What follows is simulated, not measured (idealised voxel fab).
process module | voxel wiring stack
cross-section cut | 195 nm wide | cells 5 nm
A cross-section is a grid of square cells, given in bands from the top down. A band is one or more rows of cells.
Each band's line starts with the height of the band's top and of its bottom, in nm. Then come its materials from left to right, each with its width in nm. One material with "throughout" fills the band from edge to edge. "air" is empty space.
Height 0 is the level under which the wafer as received is all one material. The lowest band goes on downwards, as in "0 down".
A width such as "30 to 40" changes by the same amount from each row of cells to the next, from the band's top row to its bottom row.
"no change" after a step means that no cell of the cross-section changed.
closed voids: empty space of 8 cells or more with no open way to the top, each as width x height at its distance from the left edge, in nm
after a step's settings: what the simulator itself notes on the step
overlay nm, on a step with a mask: how far to the right of its planned place the mask lay; to the left if negative
plan
1 op RECEIVE | material Si
2 op CONFORMAL_DEP | material SiO2 | thk nm 10
3 op DIRECTIONAL_DEP | material TiN | thk nm 5
4 op DIRECTIONAL_DEP | material Ru | thk nm 20
5 op PATTERN | tone cover | mask id METAL_1 | material resist | width nm 30 | pitch nm 45 | thk nm 15 | overlay nm 0
6 op DIRECTIONAL_ETCH | etch materials Ru | depth nm 20
7 op DIRECTIONAL_ETCH | etch materials TiN | depth nm 5
8 op STRIP | etch materials resist
9 op FILL_DEP | material lowk | thk nm 10
10 op CMP | height nm 35
11 op CONFORMAL_DEP | material SiCN | thk nm 5
12 op DIRECTIONAL_DEP | material lowk | thk nm 20
13 op DIRECTIONAL_DEP | material aC | thk nm 15
14 op PATTERN | tone open | mask id PLUG_1 | material resist | width nm 15 | pitch nm 45 | thk nm 35 | overlay nm 0
15 op DIRECTIONAL_ETCH | etch materials aC | depth nm 15
16 op STRIP | etch materials resist
17 op DIRECTIONAL_ETCH | etch materials lowk | depth nm 20
18 op DIRECTIONAL_ETCH | etch materials SiCN | depth nm 5
19 op STRIP | etch materials aC
20 op CONFORMAL_DEP | material TiN | thk nm 5
21 op FILL_DEP | material Ru | thk nm 10
22 op CMP | height nm 60
23 op DIRECTIONAL_DEP | material TiN | thk nm 5
24 op DIRECTIONAL_DEP | material W | thk nm 15
25 op PATTERN | tone cover | mask id METAL_2 | material resist | width nm 30 | pitch nm 45 | thk nm 15 | overlay nm 0
26 op DIRECTIONAL_ETCH | etch materials W | depth nm 15
27 op DIRECTIONAL_ETCH | etch materials TiN | depth nm 5
28 op STRIP | etch materials resist
29 op FILL_DEP | material lowk | thk nm 10
30 op CMP | height nm 80
31 op CONFORMAL_DEP | material SiCN | thk nm 5
32 op DIRECTIONAL_DEP | material SiO2 | thk nm 35
33 op DIRECTIONAL_DEP | material aC | thk nm 10
34 op PATTERN | tone open | mask id METAL_3 | material resist | width nm 30 | pitch nm 45 | thk nm 30 | overlay nm 0
35 op DIRECTIONAL_ETCH | etch materials aC | depth nm 10
36 op STRIP | etch materials resist
37 op DIRECTIONAL_ETCH | etch materials SiO2 | depth nm 20
38 op STRIP | etch materials aC
39 op DIRECTIONAL_DEP | material aC | thk nm 15
40 op PATTERN | tone open | mask id METAL_3_HOLES | material resist | width nm 15 | pitch nm 90 | thk nm 30 | overlay nm 0
41 op DIRECTIONAL_ETCH | etch materials aC | depth nm 15
42 op STRIP | etch materials resist
43 op DIRECTIONAL_ETCH | etch materials SiO2 | depth nm 15
44 op DIRECTIONAL_ETCH | etch materials SiCN | depth nm 5
45 op STRIP | etch materials aC
46 op CONFORMAL_DEP | material TiN | thk nm 5
47 op FILL_DEP | material Ru | thk nm 5
48 op CMP | height nm 120
49 op CONFORMAL_DEP | material SiCN | thk nm 5
first wafer, as planned
as received, after step 1
  0 down: Si throughout
  closed voids: none
after step 2
  10 to 0: SiO2 throughout
  below 0: unchanged
after step 3
  15 to 10: TiN throughout
  below 10: unchanged
after step 4
  35 to 15: Ru throughout
  below 15: unchanged
after step 5
  50 to 35: air 15 | resist 30 | air 15 | resist 30 | air 15 | resist 30 | air 15 | resist 30 | air 15
  below 35: unchanged
after step 6
  50 to 35: air 15 | resist 30 | air 15 | resist 30 | air 15 | resist 30 | air 15 | resist 30 | air 15
  35 to 15: air 15 | Ru 30 | air 15 | Ru 30 | air 15 | Ru 30 | air 15 | Ru 30 | air 15
  below 15: unchanged
after step 7
  50 to 35: air 15 | resist 30 | air 15 | resist 30 | air 15 | resist 30 | air 15 | resist 30 | air 15
  35 to 15: air 15 | Ru 30 | air 15 | Ru 30 | air 15 | Ru 30 | air 15 | Ru 30 | air 15
  15 to 10: air 15 | TiN 30 | air 15 | TiN 30 | air 15 | TiN 30 | air 15 | TiN 30 | air 15
  below 10: unchanged
after step 8
  35 to 15: air 15 | Ru 30 | air 15 | Ru 30 | air 15 | Ru 30 | air 15 | Ru 30 | air 15
  below 15: unchanged
after step 9
  45 to 35: lowk throughout
  35 to 15: lowk 15 | Ru 30 | lowk 15 | Ru 30 | lowk 15 | Ru 30 | lowk 15 | Ru 30 | lowk 15
  15 to 10: lowk 15 | TiN 30 | lowk 15 | TiN 30 | lowk 15 | TiN 30 | lowk 15 | TiN 30 | lowk 15
  below 10: unchanged
after step 10
  35 to 15: lowk 15 | Ru 30 | lowk 15 | Ru 30 | lowk 15 | Ru 30 | lowk 15 | Ru 30 | lowk 15
  below 15: unchanged
after step 11
  40 to 35: SiCN throughout
  below 35: unchanged
after step 12
  60 to 40: lowk throughout
  below 40: unchanged
after step 13
  75 to 60: aC throughout
  below 60: unchanged
after step 14
  110 to 75: resist 15 | air 15 | resist 30 | air 15 | resist 30 | air 15 | resist 30 | air 15 | resist 30
  below 75: unchanged
after step 15
  95 to 75: resist 15 | air 15 | resist 30 | air 15 | resist 30 | air 15 | resist 30 | air 15 | resist 30
  75 to 60: aC 15 | air 15 | aC 30 | air 15 | aC 30 | air 15 | aC 30 | air 15 | aC 30
  below 60: unchanged
after step 16
  75 to 60: aC 15 | air 15 | aC 30 | air 15 | aC 30 | air 15 | aC 30 | air 15 | aC 30
  below 60: unchanged
after step 17
  75 to 60: aC 15 | air 15 | aC 30 | air 15 | aC 30 | air 15 | aC 30 | air 15 | aC 30
  60 to 40: lowk 15 | air 15 | lowk 30 | air 15 | lowk 30 | air 15 | lowk 30 | air 15 | lowk 30
  below 40: unchanged
after step 18
  75 to 60: aC 15 | air 15 | aC 30 | air 15 | aC 30 | air 15 | aC 30 | air 15 | aC 30
  60 to 40: lowk 15 | air 15 | lowk 30 | air 15 | lowk 30 | air 15 | lowk 30 | air 15 | lowk 30
  40 to 35: SiCN 15 | air 15 | SiCN 30 | air 15 | SiCN 30 | air 15 | SiCN 30 | air 15 | SiCN 30
  below 35: unchanged
after step 19
  60 to 40: lowk 15 | air 15 | lowk 30 | air 15 | lowk 30 | air 15 | lowk 30 | air 15 | lowk 30
  below 40: unchanged
after step 20
  65 to 60: TiN 20 | air 5 | TiN 40 | air 5 | TiN 40 | air 5 | TiN 40 | air 5 | TiN 35
  60 to 40: lowk 15 | TiN 5 | air 5 | TiN 5 | lowk 30 | TiN 5 | air 5 | TiN 5 | lowk 30 | TiN 5 | air 5 | TiN 5 | lowk 30 | TiN 5 | air 5 | TiN 5 | lowk 30
  40 to 35: SiCN 15 | TiN 15 | SiCN 30 | TiN 15 | SiCN 30 | TiN 15 | SiCN 30 | TiN 15 | SiCN 30
  below 35: unchanged
after step 21
  75 to 65: Ru throughout
  65 to 60: TiN 20 | Ru 5 | TiN 40 | Ru 5 | TiN 40 | Ru 5 | TiN 40 | Ru 5 | TiN 35
  60 to 40: lowk 15 | TiN 5 | Ru 5 | TiN 5 | lowk 30 | TiN 5 | Ru 5 | TiN 5 | lowk 30 | TiN 5 | Ru 5 | TiN 5 | lowk 30 | TiN 5 | Ru 5 | TiN 5 | lowk 30
  below 40: unchanged
after step 22
  60 to 40: lowk 15 | TiN 5 | Ru 5 | TiN 5 | lowk 30 | TiN 5 | Ru 5 | TiN 5 | lowk 30 | TiN 5 | Ru 5 | TiN 5 | lowk 30 | TiN 5 | Ru 5 | TiN 5 | lowk 30
  below 40: unchanged
after step 23
  65 to 60: TiN throughout
  below 60: unchanged
after step 24
  80 to 65: W throughout
  below 65: unchanged
after step 25
  95 to 80: air 15 | resist 30 | air 15 | resist 30 | air 15 | resist 30 | air 15 | resist 30 | air 15
  below 80: unchanged
after step 26
  95 to 80: air 15 | resist 30 | air 15 | resist 30 | air 15 | resist 30 | air 15 | resist 30 | air 15
  80 to 65: air 15 | W 30 | air 15 | W 30 | air 15 | W 30 | air 15 | W 30 | air 15
  below 65: unchanged
after step 27
  95 to 80: air 15 | resist 30 | air 15 | resist 30 | air 15 | resist 30 | air 15 | resist 30 | air 15
  80 to 65: air 15 | W 30 | air 15 | W 30 | air 15 | W 30 | air 15 | W 30 | air 15
  65 to 60: air 15 | TiN 30 | air 15 | TiN 30 | air 15 | TiN 30 | air 15 | TiN 30 | air 15
  below 60: unchanged
after step 28
  80 to 65: air 15 | W 30 | air 15 | W 30 | air 15 | W 30 | air 15 | W 30 | air 15
  below 65: unchanged
after step 29
  90 to 80: lowk throughout
  80 to 65: lowk 15 | W 30 | lowk 15 | W 30 | lowk 15 | W 30 | lowk 15 | W 30 | lowk 15
  65 to 60: lowk 15 | TiN 30 | lowk 15 | TiN 30 | lowk 15 | TiN 30 | lowk 15 | TiN 30 | lowk 15
  below 60: unchanged
after step 30
  80 to 65: lowk 15 | W 30 | lowk 15 | W 30 | lowk 15 | W 30 | lowk 15 | W 30 | lowk 15
  below 65: unchanged
after step 31
  85 to 80: SiCN throughout
  below 80: unchanged
after step 32
  120 to 85: SiO2 throughout
  below 85: unchanged
after step 33
  130 to 120: aC throughout
  below 120: unchanged
after step 34
  160 to 130: resist 15 | air 30 | resist 15 | air 30 | resist 15 | air 30 | resist 15 | air 30 | resist 15
  below 130: unchanged
after step 35
  150 to 130: resist 15 | air 30 | resist 15 | air 30 | resist 15 | air 30 | resist 15 | air 30 | resist 15
  130 to 120: aC 15 | air 30 | aC 15 | air 30 | aC 15 | air 30 | aC 15 | air 30 | aC 15
  below 120: unchanged
after step 36
  130 to 120: aC 15 | air 30 | aC 15 | air 30 | aC 15 | air 30 | aC 15 | air 30 | aC 15
  below 120: unchanged
after step 37
  130 to 120: aC 15 | air 30 | aC 15 | air 30 | aC 15 | air 30 | aC 15 | air 30 | aC 15
  120 to 100: SiO2 15 | air 30 | SiO2 15 | air 30 | SiO2 15 | air 30 | SiO2 15 | air 30 | SiO2 15
  below 100: unchanged
after step 38
  120 to 100: SiO2 15 | air 30 | SiO2 15 | air 30 | SiO2 15 | air 30 | SiO2 15 | air 30 | SiO2 15
  below 100: unchanged
after step 39
  135 to 120: aC 15 | air 30 | aC 15 | air 30 | aC 15 | air 30 | aC 15 | air 30 | aC 15
  120 to 115: SiO2 15 | air 30 | SiO2 15 | air 30 | SiO2 15 | air 30 | SiO2 15 | air 30 | SiO2 15
  115 to 100: SiO2 15 | aC 30 | SiO2 15 | aC 30 | SiO2 15 | aC 30 | SiO2 15 | aC 30 | SiO2 15
  below 100: unchanged
after step 40
  165 to 135: resist 15 | air 15 | resist 75 | air 15 | resist 75
  135 to 120: aC 15 | air 15 | resist 15 | aC 15 | resist 30 | aC 15 | air 15 | resist 15 | aC 15 | resist 30 | aC 15
  120 to 115: SiO2 15 | air 15 | resist 15 | SiO2 15 | resist 30 | SiO2 15 | air 15 | resist 15 | SiO2 15 | resist 30 | SiO2 15
  below 115: unchanged
after step 41
  150 to 135: resist 15 | air 15 | resist 75 | air 15 | resist 75
  135 to 120: aC 15 | air 15 | resist 15 | aC 15 | resist 30 | aC 15 | air 15 | resist 15 | aC 15 | resist 30 | aC 15
  120 to 115: SiO2 15 | air 15 | resist 15 | SiO2 15 | resist 30 | SiO2 15 | air 15 | resist 15 | SiO2 15 | resist 30 | SiO2 15
  115 to 100: SiO2 15 | air 15 | aC 15 | SiO2 15 | aC 30 | SiO2 15 | air 15 | aC 15 | SiO2 15 | aC 30 | SiO2 15
  below 100: unchanged
after step 42
  135 to 120: aC 15 | air 30 | aC 15 | air 30 | aC 15 | air 30 | aC 15 | air 30 | aC 15
  120 to 115: SiO2 15 | air 30 | SiO2 15 | air 30 | SiO2 15 | air 30 | SiO2 15 | air 30 | SiO2 15
  below 115: unchanged
after step 43
  135 to 120: aC 15 | air 30 | aC 15 | air 30 | aC 15 | air 30 | aC 15 | air 30 | aC 15
  120 to 115: SiO2 15 | air 30 | SiO2 15 | air 30 | SiO2 15 | air 30 | SiO2 15 | air 30 | SiO2 15
  115 to 100: SiO2 15 | air 15 | aC 15 | SiO2 15 | aC 30 | SiO2 15 | air 15 | aC 15 | SiO2 15 | aC 30 | SiO2 15
  100 to 85: SiO2 15 | air 15 | SiO2 75 | air 15 | SiO2 75
  below 85: unchanged
after step 44
  135 to 120: aC 15 | air 30 | aC 15 | air 30 | aC 15 | air 30 | aC 15 | air 30 | aC 15
  120 to 115: SiO2 15 | air 30 | SiO2 15 | air 30 | SiO2 15 | air 30 | SiO2 15 | air 30 | SiO2 15
  115 to 100: SiO2 15 | air 15 | aC 15 | SiO2 15 | aC 30 | SiO2 15 | air 15 | aC 15 | SiO2 15 | aC 30 | SiO2 15
  100 to 85: SiO2 15 | air 15 | SiO2 75 | air 15 | SiO2 75
  85 to 80: SiCN 15 | air 15 | SiCN 75 | air 15 | SiCN 75
  below 80: unchanged
after step 45
  120 to 100: SiO2 15 | air 30 | SiO2 15 | air 30 | SiO2 15 | air 30 | SiO2 15 | air 30 | SiO2 15
  below 100: unchanged
after step 46
  125 to 120: TiN 20 | air 20 | TiN 25 | air 20 | TiN 25 | air 20 | TiN 25 | air 20 | TiN 20
  120 to 105: SiO2 15 | TiN 5 | air 20 | TiN 5 | SiO2 15 | TiN 5 | air 20 | TiN 5 | SiO2 15 | TiN 5 | air 20 | TiN 5 | SiO2 15 | TiN 5 | air 20 | TiN 5 | SiO2 15
  105 to 100: SiO2 15 | TiN 5 | air 5 | TiN 20 | SiO2 15 | TiN 30 | SiO2 15 | TiN 5 | air 5 | TiN 20 | SiO2 15 | TiN 30 | SiO2 15
  100 to 85: SiO2 15 | TiN 5 | air 5 | TiN 5 | SiO2 75 | TiN 5 | air 5 | TiN 5 | SiO2 75
  85 to 80: SiCN 15 | TiN 15 | SiCN 75 | TiN 15 | SiCN 75
  below 80: unchanged
after step 47
  130 to 125: Ru throughout
  125 to 120: TiN 20 | Ru 20 | TiN 25 | Ru 20 | TiN 25 | Ru 20 | TiN 25 | Ru 20 | TiN 20
  120 to 105: SiO2 15 | TiN 5 | Ru 20 | TiN 5 | SiO2 15 | TiN 5 | Ru 20 | TiN 5 | SiO2 15 | TiN 5 | Ru 20 | TiN 5 | SiO2 15 | TiN 5 | Ru 20 | TiN 5 | SiO2 15
  105 to 100: SiO2 15 | TiN 5 | Ru 5 | TiN 20 | SiO2 15 | TiN 30 | SiO2 15 | TiN 5 | Ru 5 | TiN 20 | SiO2 15 | TiN 30 | SiO2 15
  100 to 85: SiO2 15 | TiN 5 | Ru 5 | TiN 5 | SiO2 75 | TiN 5 | Ru 5 | TiN 5 | SiO2 75
  below 85: unchanged
after step 48
  120 to 105: SiO2 15 | TiN 5 | Ru 20 | TiN 5 | SiO2 15 | TiN 5 | Ru 20 | TiN 5 | SiO2 15 | TiN 5 | Ru 20 | TiN 5 | SiO2 15 | TiN 5 | Ru 20 | TiN 5 | SiO2 15
  below 105: unchanged
after step 49
  125 to 120: SiCN throughout
  below 120: unchanged
second wafer: like start, like plan, one mistake. Through step 1 it matches the first wafer
when step 2 should have ended: no change
when step 3 should have ended
  5 to 0: TiN throughout
  below 0: unchanged
when step 4 should have ended
  25 to 5: Ru throughout
  below 5: unchanged
when step 5 should have ended
  40 to 25: air 15 | resist 30 | air 15 | resist 30 | air 15 | resist 30 | air 15 | resist 30 | air 15
  below 25: unchanged
when step 6 should have ended
  40 to 25: air 15 | resist 30 | air 15 | resist 30 | air 15 | resist 30 | air 15 | resist 30 | air 15
  25 to 5: air 15 | Ru 30 | air 15 | Ru 30 | air 15 | Ru 30 | air 15 | Ru 30 | air 15
  below 5: unchanged
when step 7 should have ended
  40 to 25: air 15 | resist 30 | air 15 | resist 30 | air 15 | resist 30 | air 15 | resist 30 | air 15
  25 to 5: air 15 | Ru 30 | air 15 | Ru 30 | air 15 | Ru 30 | air 15 | Ru 30 | air 15
  5 to 0: air 15 | TiN 30 | air 15 | TiN 30 | air 15 | TiN 30 | air 15 | TiN 30 | air 15
  below 0: unchanged
when step 8 should have ended
  25 to 5: air 15 | Ru 30 | air 15 | Ru 30 | air 15 | Ru 30 | air 15 | Ru 30 | air 15
  below 5: unchanged
when step 9 should have ended
  35 to 25: lowk throughout
  25 to 5: lowk 15 | Ru 30 | lowk 15 | Ru 30 | lowk 15 | Ru 30 | lowk 15 | Ru 30 | lowk 15
  5 to 0: lowk 15 | TiN 30 | lowk 15 | TiN 30 | lowk 15 | TiN 30 | lowk 15 | TiN 30 | lowk 15
  below 0: unchanged
when step 10 should have ended: no change
when step 11 should have ended
  40 to 35: SiCN throughout
  below 35: unchanged
when step 12 should have ended
  60 to 40: lowk throughout
  below 40: unchanged
when step 13 should have ended
  75 to 60: aC throughout
  below 60: unchanged
when step 14 should have ended
  110 to 75: resist 15 | air 15 | resist 30 | air 15 | resist 30 | air 15 | resist 30 | air 15 | resist 30
  below 75: unchanged
when step 15 should have ended
  95 to 75: resist 15 | air 15 | resist 30 | air 15 | resist 30 | air 15 | resist 30 | air 15 | resist 30
  75 to 60: aC 15 | air 15 | aC 30 | air 15 | aC 30 | air 15 | aC 30 | air 15 | aC 30
  below 60: unchanged
when step 16 should have ended
  75 to 60: aC 15 | air 15 | aC 30 | air 15 | aC 30 | air 15 | aC 30 | air 15 | aC 30
  below 60: unchanged
when step 17 should have ended
  75 to 60: aC 15 | air 15 | aC 30 | air 15 | aC 30 | air 15 | aC 30 | air 15 | aC 30
  60 to 40: lowk 15 | air 15 | lowk 30 | air 15 | lowk 30 | air 15 | lowk 30 | air 15 | lowk 30
  below 40: unchanged
when step 18 should have ended
  75 to 60: aC 15 | air 15 | aC 30 | air 15 | aC 30 | air 15 | aC 30 | air 15 | aC 30
  60 to 40: lowk 15 | air 15 | lowk 30 | air 15 | lowk 30 | air 15 | lowk 30 | air 15 | lowk 30
  40 to 35: SiCN 15 | air 15 | SiCN 30 | air 15 | SiCN 30 | air 15 | SiCN 30 | air 15 | SiCN 30
  below 35: unchanged
when step 19 should have ended
  60 to 40: lowk 15 | air 15 | lowk 30 | air 15 | lowk 30 | air 15 | lowk 30 | air 15 | lowk 30
  below 40: unchanged
when step 20 should have ended
  65 to 60: TiN 20 | air 5 | TiN 40 | air 5 | TiN 40 | air 5 | TiN 40 | air 5 | TiN 35
  60 to 40: lowk 15 | TiN 5 | air 5 | TiN 5 | lowk 30 | TiN 5 | air 5 | TiN 5 | lowk 30 | TiN 5 | air 5 | TiN 5 | lowk 30 | TiN 5 | air 5 | TiN 5 | lowk 30
  40 to 35: SiCN 15 | TiN 15 | SiCN 30 | TiN 15 | SiCN 30 | TiN 15 | SiCN 30 | TiN 15 | SiCN 30
  below 35: unchanged
when step 21 should have ended
  75 to 65: Ru throughout
  65 to 60: TiN 20 | Ru 5 | TiN 40 | Ru 5 | TiN 40 | Ru 5 | TiN 40 | Ru 5 | TiN 35
  60 to 40: lowk 15 | TiN 5 | Ru 5 | TiN 5 | lowk 30 | TiN 5 | Ru 5 | TiN 5 | lowk 30 | TiN 5 | Ru 5 | TiN 5 | lowk 30 | TiN 5 | Ru 5 | TiN 5 | lowk 30
  below 40: unchanged
when step 22 should have ended
  60 to 40: lowk 15 | TiN 5 | Ru 5 | TiN 5 | lowk 30 | TiN 5 | Ru 5 | TiN 5 | lowk 30 | TiN 5 | Ru 5 | TiN 5 | lowk 30 | TiN 5 | Ru 5 | TiN 5 | lowk 30
  below 40: unchanged
when step 23 should have ended
  65 to 60: TiN throughout
  below 60: unchanged
when step 24 should have ended
  80 to 65: W throughout
  below 65: unchanged
when step 25 should have ended
  95 to 80: air 15 | resist 30 | air 15 | resist 30 | air 15 | resist 30 | air 15 | resist 30 | air 15
  below 80: unchanged
when step 26 should have ended
  95 to 80: air 15 | resist 30 | air 15 | resist 30 | air 15 | resist 30 | air 15 | resist 30 | air 15
  80 to 65: air 15 | W 30 | air 15 | W 30 | air 15 | W 30 | air 15 | W 30 | air 15
  below 65: unchanged
when step 27 should have ended
  95 to 80: air 15 | resist 30 | air 15 | resist 30 | air 15 | resist 30 | air 15 | resist 30 | air 15
  80 to 65: air 15 | W 30 | air 15 | W 30 | air 15 | W 30 | air 15 | W 30 | air 15
  65 to 60: air 15 | TiN 30 | air 15 | TiN 30 | air 15 | TiN 30 | air 15 | TiN 30 | air 15
  below 60: unchanged
when step 28 should have ended
  80 to 65: air 15 | W 30 | air 15 | W 30 | air 15 | W 30 | air 15 | W 30 | air 15
  below 65: unchanged
when step 29 should have ended
  90 to 80: lowk throughout
  80 to 65: lowk 15 | W 30 | lowk 15 | W 30 | lowk 15 | W 30 | lowk 15 | W 30 | lowk 15
  65 to 60: lowk 15 | TiN 30 | lowk 15 | TiN 30 | lowk 15 | TiN 30 | lowk 15 | TiN 30 | lowk 15
  below 60: unchanged
when step 30 should have ended
  80 to 65: lowk 15 | W 30 | lowk 15 | W 30 | lowk 15 | W 30 | lowk 15 | W 30 | lowk 15
  below 65: unchanged
when step 31 should have ended
  85 to 80: SiCN throughout
  below 80: unchanged
when step 32 should have ended
  120 to 85: SiO2 throughout
  below 85: unchanged
when step 33 should have ended
  130 to 120: aC throughout
  below 120: unchanged
when step 34 should have ended
  160 to 130: resist 15 | air 30 | resist 15 | air 30 | resist 15 | air 30 | resist 15 | air 30 | resist 15
  below 130: unchanged
when step 35 should have ended
  150 to 130: resist 15 | air 30 | resist 15 | air 30 | resist 15 | air 30 | resist 15 | air 30 | resist 15
  130 to 120: aC 15 | air 30 | aC 15 | air 30 | aC 15 | air 30 | aC 15 | air 30 | aC 15
  below 120: unchanged
when step 36 should have ended
  130 to 120: aC 15 | air 30 | aC 15 | air 30 | aC 15 | air 30 | aC 15 | air 30 | aC 15
  below 120: unchanged
when step 37 should have ended
  130 to 120: aC 15 | air 30 | aC 15 | air 30 | aC 15 | air 30 | aC 15 | air 30 | aC 15
  120 to 100: SiO2 15 | air 30 | SiO2 15 | air 30 | SiO2 15 | air 30 | SiO2 15 | air 30 | SiO2 15
  below 100: unchanged
when step 38 should have ended
  120 to 100: SiO2 15 | air 30 | SiO2 15 | air 30 | SiO2 15 | air 30 | SiO2 15 | air 30 | SiO2 15
  below 100: unchanged
when step 39 should have ended
  135 to 120: aC 15 | air 30 | aC 15 | air 30 | aC 15 | air 30 | aC 15 | air 30 | aC 15
  120 to 115: SiO2 15 | air 30 | SiO2 15 | air 30 | SiO2 15 | air 30 | SiO2 15 | air 30 | SiO2 15
  115 to 100: SiO2 15 | aC 30 | SiO2 15 | aC 30 | SiO2 15 | aC 30 | SiO2 15 | aC 30 | SiO2 15
  below 100: unchanged
when step 40 should have ended
  165 to 135: resist 15 | air 15 | resist 75 | air 15 | resist 75
  135 to 120: aC 15 | air 15 | resist 15 | aC 15 | resist 30 | aC 15 | air 15 | resist 15 | aC 15 | resist 30 | aC 15
  120 to 115: SiO2 15 | air 15 | resist 15 | SiO2 15 | resist 30 | SiO2 15 | air 15 | resist 15 | SiO2 15 | resist 30 | SiO2 15
  below 115: unchanged
when step 41 should have ended
  150 to 135: resist 15 | air 15 | resist 75 | air 15 | resist 75
  135 to 120: aC 15 | air 15 | resist 15 | aC 15 | resist 30 | aC 15 | air 15 | resist 15 | aC 15 | resist 30 | aC 15
  120 to 115: SiO2 15 | air 15 | resist 15 | SiO2 15 | resist 30 | SiO2 15 | air 15 | resist 15 | SiO2 15 | resist 30 | SiO2 15
  115 to 100: SiO2 15 | air 15 | aC 15 | SiO2 15 | aC 30 | SiO2 15 | air 15 | aC 15 | SiO2 15 | aC 30 | SiO2 15
  below 100: unchanged
when step 42 should have ended
  135 to 120: aC 15 | air 30 | aC 15 | air 30 | aC 15 | air 30 | aC 15 | air 30 | aC 15
  120 to 115: SiO2 15 | air 30 | SiO2 15 | air 30 | SiO2 15 | air 30 | SiO2 15 | air 30 | SiO2 15
  below 115: unchanged
when step 43 should have ended
  135 to 120: aC 15 | air 30 | aC 15 | air 30 | aC 15 | air 30 | aC 15 | air 30 | aC 15
  120 to 115: SiO2 15 | air 30 | SiO2 15 | air 30 | SiO2 15 | air 30 | SiO2 15 | air 30 | SiO2 15
  115 to 100: SiO2 15 | air 15 | aC 15 | SiO2 15 | aC 30 | SiO2 15 | air 15 | aC 15 | SiO2 15 | aC 30 | SiO2 15
  100 to 85: SiO2 15 | air 15 | SiO2 75 | air 15 | SiO2 75
  below 85: unchanged
when step 44 should have ended
  135 to 120: aC 15 | air 30 | aC 15 | air 30 | aC 15 | air 30 | aC 15 | air 30 | aC 15
  120 to 115: SiO2 15 | air 30 | SiO2 15 | air 30 | SiO2 15 | air 30 | SiO2 15 | air 30 | SiO2 15
  115 to 100: SiO2 15 | air 15 | aC 15 | SiO2 15 | aC 30 | SiO2 15 | air 15 | aC 15 | SiO2 15 | aC 30 | SiO2 15
  100 to 85: SiO2 15 | air 15 | SiO2 75 | air 15 | SiO2 75
  85 to 80: SiCN 15 | air 15 | SiCN 75 | air 15 | SiCN 75
  below 80: unchanged
when step 45 should have ended
  120 to 100: SiO2 15 | air 30 | SiO2 15 | air 30 | SiO2 15 | air 30 | SiO2 15 | air 30 | SiO2 15
  below 100: unchanged
when step 46 should have ended
  125 to 120: TiN 20 | air 20 | TiN 25 | air 20 | TiN 25 | air 20 | TiN 25 | air 20 | TiN 20
  120 to 105: SiO2 15 | TiN 5 | air 20 | TiN 5 | SiO2 15 | TiN 5 | air 20 | TiN 5 | SiO2 15 | TiN 5 | air 20 | TiN 5 | SiO2 15 | TiN 5 | air 20 | TiN 5 | SiO2 15
  105 to 100: SiO2 15 | TiN 5 | air 5 | TiN 20 | SiO2 15 | TiN 30 | SiO2 15 | TiN 5 | air 5 | TiN 20 | SiO2 15 | TiN 30 | SiO2 15
  100 to 85: SiO2 15 | TiN 5 | air 5 | TiN 5 | SiO2 75 | TiN 5 | air 5 | TiN 5 | SiO2 75
  85 to 80: SiCN 15 | TiN 15 | SiCN 75 | TiN 15 | SiCN 75
  below 80: unchanged
when step 47 should have ended
  130 to 125: Ru throughout
  125 to 120: TiN 20 | Ru 20 | TiN 25 | Ru 20 | TiN 25 | Ru 20 | TiN 25 | Ru 20 | TiN 20
  120 to 105: SiO2 15 | TiN 5 | Ru 20 | TiN 5 | SiO2 15 | TiN 5 | Ru 20 | TiN 5 | SiO2 15 | TiN 5 | Ru 20 | TiN 5 | SiO2 15 | TiN 5 | Ru 20 | TiN 5 | SiO2 15
  105 to 100: SiO2 15 | TiN 5 | Ru 5 | TiN 20 | SiO2 15 | TiN 30 | SiO2 15 | TiN 5 | Ru 5 | TiN 20 | SiO2 15 | TiN 30 | SiO2 15
  100 to 85: SiO2 15 | TiN 5 | Ru 5 | TiN 5 | SiO2 75 | TiN 5 | Ru 5 | TiN 5 | SiO2 75
  below 85: unchanged
when step 48 should have ended
  120 to 105: SiO2 15 | TiN 5 | Ru 20 | TiN 5 | SiO2 15 | TiN 5 | Ru 20 | TiN 5 | SiO2 15 | TiN 5 | Ru 20 | TiN 5 | SiO2 15 | TiN 5 | Ru 20 | TiN 5 | SiO2 15
  below 105: unchanged
when step 49 should have ended
  125 to 120: SiCN throughout
  below 120: unchanged
what went wrong: step 2 was left out
at the end the second wafer has, in cells: 78 fewer of SiO2 | 78 more of lowk
